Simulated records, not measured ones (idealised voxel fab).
Title: Process Module voxel ribs on slabs
The width of the displayed cross-section, cut, is 250 nm; its cells are square, with a size of 5 nm.
Bands, listed from the top down, are how a cross-section gets written in this document; the cross-section itself is a grid of square cells, and a band is one or more rows of them.
A band entry consists of two parts. The first gives the height of the band's top and the height of its bottom, in nm. The rest lists the band's materials from left to right, each with its width in nm. A single material labelled with the word "everywhere" fills the band from edge to edge, and the word "blank" marks empty space.
We count height from 0. Below that, the starting wafer is all one material. The lowest band never ends at the bottom but goes on down; see "0 down" for how that is written.
The notation "30->40" denotes a width that varies across the rows of cells in the band, beginning at the first number in the top row, finishing at the second number in the bottom row, and changing by an identical amount from each row to the next.
It should be understood that the words "nothing altered", when stated for a given step, signify that the cross-section underwent no change in any of its cells during that step.
So "Voids lacking openings" is basically the list of trapped voids: any empty space of 8 cells or more that can't reach the top through an opening. They're written width x height at distance, the distance being from the left edge, and it's all nm.
Note: text after step settings on the step line = simulator remark on that step.
"overlay nm" on a masked step: distance the mask lay right of its planned place, negative for left.
Listed below are the process steps as planned
1: RECEIVE | material Si
2: DIRECTIONAL_DEP | material SiO2 | thk nm 20
3: DIRECTIONAL_DEP | material polySi | thk nm 15
4: DIRECTIONAL_DEP | material aC | thk nm 15
5: PATTERN | tone cover | mask id RIB | material resist | width nm 25 | thk nm 35 | overlay nm 0
6: DIRECTIONAL_ETCH | etch materials aC | depth nm 15
7: STRIP | etch materials resist
8: DIRECTIONAL_ETCH | etch materials polySi | depth nm 10
9: STRIP | etch materials aC
10: PATTERN | tone cover | mask id SLAB | material resist | width nm 75 | thk nm 20 | overlay nm 0
11: DIRECTIONAL_ETCH | etch materials polySi | depth nm 5
12: STRIP | etch materials resist
13: FILL_DEP | material SiO2 | thk nm 15
14: CMP | height nm 45
15: DIRECTIONAL_DEP | material W | thk nm 10
16: MASKED_ETCH | tone cover | mask id HEATER | width nm 35 | etch materials W | depth nm 10 | overlay nm 0
17: CONFORMAL_DEP | material SiN | thk nm 5
First wafer out of two, processed as planned
Delivered wafer in cross-section: state after step 1
    0 down = Si everywhere
    Voids lacking openings: none
Step 2 done - wafer cross-section
    20 to 0 = SiO2 everywhere
    Everything under 0 stays put, no change at all.
Step 3 done - wafer cross-section
    35 to 20 = polySi everywhere
    Everything under 20 stays put, no change at all.
Step 4 done - wafer cross-section
    50 to 35 = aC everywhere
    Everything under 35 stays put, no change at all.
Step 5 done - wafer cross-section
    85 to 50 = blank 110 nm, then resist 25 nm, then blank 115 nm
    Everything under 50 stays put, no change at all.
Step 6 done - wafer cross-section
    70 to 50 = blank 110 nm, then resist 25 nm, then blank 115 nm
    50 to 35 = blank 110 nm, then aC 25 nm, then blank 115 nm
    Everything under 35 stays put, no change at all.
Step 7 done - wafer cross-section
    50 to 35 = blank 110 nm, then aC 25 nm, then blank 115 nm
    Everything under 35 stays put, no change at all.
Step 8 done - wafer cross-section
    50 to 35 = blank 110 nm, then aC 25 nm, then blank 115 nm
    35 to 25 = blank 110 nm, then polySi 25 nm, then blank 115 nm
    Everything under 25 stays put, no change at all.
Step 9 done - wafer cross-section
    35 to 25 = blank 110 nm, then polySi 25 nm, then blank 115 nm
    Everything under 25 stays put, no change at all.
Step 10 done - wafer cross-section
    55 to 35 = blank 85 nm, then resist 75 nm, then blank 90 nm
    35 to 25 = blank 85 nm, then resist 25 nm, then polySi 25 nm, then resist 25 nm, then blank 90 nm
    Everything under 25 stays put, no change at all.
Step 11 done - wafer cross-section
    55 to 35 = blank 85 nm, then resist 75 nm, then blank 90 nm
    35 to 25 = blank 85 nm, then resist 25 nm, then polySi 25 nm, then resist 25 nm, then blank 90 nm
    25 to 20 = blank 85 nm, then polySi 75 nm, then blank 90 nm
    Everything under 20 stays put, no change at all.
Step 12 done - wafer cross-section
    35 to 25 = blank 110 nm, then polySi 25 nm, then blank 115 nm
    Everything under 25 stays put, no change at all.
Step 13 done - wafer cross-section
    50 to 35 = SiO2 everywhere
    35 to 25 = SiO2 110 nm, then polySi 25 nm, then SiO2 115 nm
    25 to 20 = SiO2 85 nm, then polySi 75 nm, then SiO2 90 nm
    Everything under 20 stays put, no change at all.
Step 14 done - wafer cross-section
    45 to 35 = SiO2 everywhere
    Everything under 35 stays put, no change at all.
Step 15 done - wafer cross-section
    55 to 45 = W everywhere
    Everything under 45 stays put, no change at all.
Step 16 done - wafer cross-section
    55 to 45 = blank 105 nm, then W 35 nm, then blank 110 nm
    Everything under 45 stays put, no change at all.
Step 17 done - wafer cross-section
    60 to 55 = blank 100 nm, then SiN 45 nm, then blank 105 nm
    55 to 50 = blank 100 nm, then SiN 5 nm, then W 35 nm, then SiN 5 nm, then blank 105 nm
    50 to 45 = SiN 105 nm, then W 35 nm, then SiN 110 nm
    Everything under 45 stays put, no change at all.
Wafer two of two - same starting point, same process plan, one mistake in execution; matches wafer one up to and including step 1
Second wafer shown in cross-section at the time step 2 was slated to end
    15 to 0 = polySi everywhere
    Everything under 0 stays put, no change at all.
Second wafer shown in cross-section at the time step 3 was slated to end
    35 to 15 = SiO2 everywhere
    Everything under 15 stays put, no change at all.
Second wafer shown in cross-section at the time step 4 was slated to end
    50 to 35 = aC everywhere
    Everything under 35 stays put, no change at all.
Second wafer shown in cross-section at the time step 5 was slated to end
    85 to 50 = blank 110 nm, then resist 25 nm, then blank 115 nm
    Everything under 50 stays put, no change at all.
Second wafer shown in cross-section at the time step 6 was slated to end
    70 to 50 = blank 110 nm, then resist 25 nm, then blank 115 nm
    50 to 35 = blank 110 nm, then aC 25 nm, then blank 115 nm
    Everything under 35 stays put, no change at all.
Second wafer shown in cross-section at the time step 7 was slated to end
    50 to 35 = blank 110 nm, then aC 25 nm, then blank 115 nm
    Everything under 35 stays put, no change at all.
Second wafer shown in cross-section at the time step 8 was slated to end: nothing altered
Second wafer shown in cross-section at the time step 9 was slated to end
    35 to 15 = SiO2 everywhere
    Everything under 15 stays put, no change at all.
Second wafer shown in cross-section at the time step 10 was slated to end
    55 to 35 = blank 85 nm, then resist 75 nm, then blank 90 nm
    Everything under 35 stays put, no change at all.
Second wafer shown in cross-section at the time step 11 was slated to end: nothing altered
Second wafer shown in cross-section at the time step 12 was slated to end
    35 to 15 = SiO2 everywhere
    Everything under 15 stays put, no change at all.
Second wafer shown in cross-section at the time step 13 was slated to end
    50 to 15 = SiO2 everywhere
    Everything under 15 stays put, no change at all.
Second wafer shown in cross-section at the time step 14 was slated to end
    45 to 15 = SiO2 everywhere
    Everything under 15 stays put, no change at all.
Second wafer shown in cross-section at the time step 15 was slated to end
    55 to 45 = W everywhere
    Everything under 45 stays put, no change at all.
Second wafer shown in cross-section at the time step 16 was slated to end
    55 to 45 = blank 105 nm, then W 35 nm, then blank 110 nm
    Everything under 45 stays put, no change at all.
Second wafer shown in cross-section at the time step 17 was slated to end
    60 to 55 = blank 100 nm, then SiN 45 nm, then blank 105 nm
    55 to 50 = blank 100 nm, then SiN 5 nm, then W 35 nm, then SiN 5 nm, then blank 105 nm
    50 to 45 = SiN 105 nm, then W 35 nm, then SiN 110 nm
    Everything under 45 stays put, no change at all.
Want to know what went wrong? steps 2 and 3: order swapped relative to plan
It is noted that, at the conclusion of processing, the second wafer exhibits a higher or lower cell count for certain materials relative to the first: SiO2: 125 fewer, polySi: 125 more
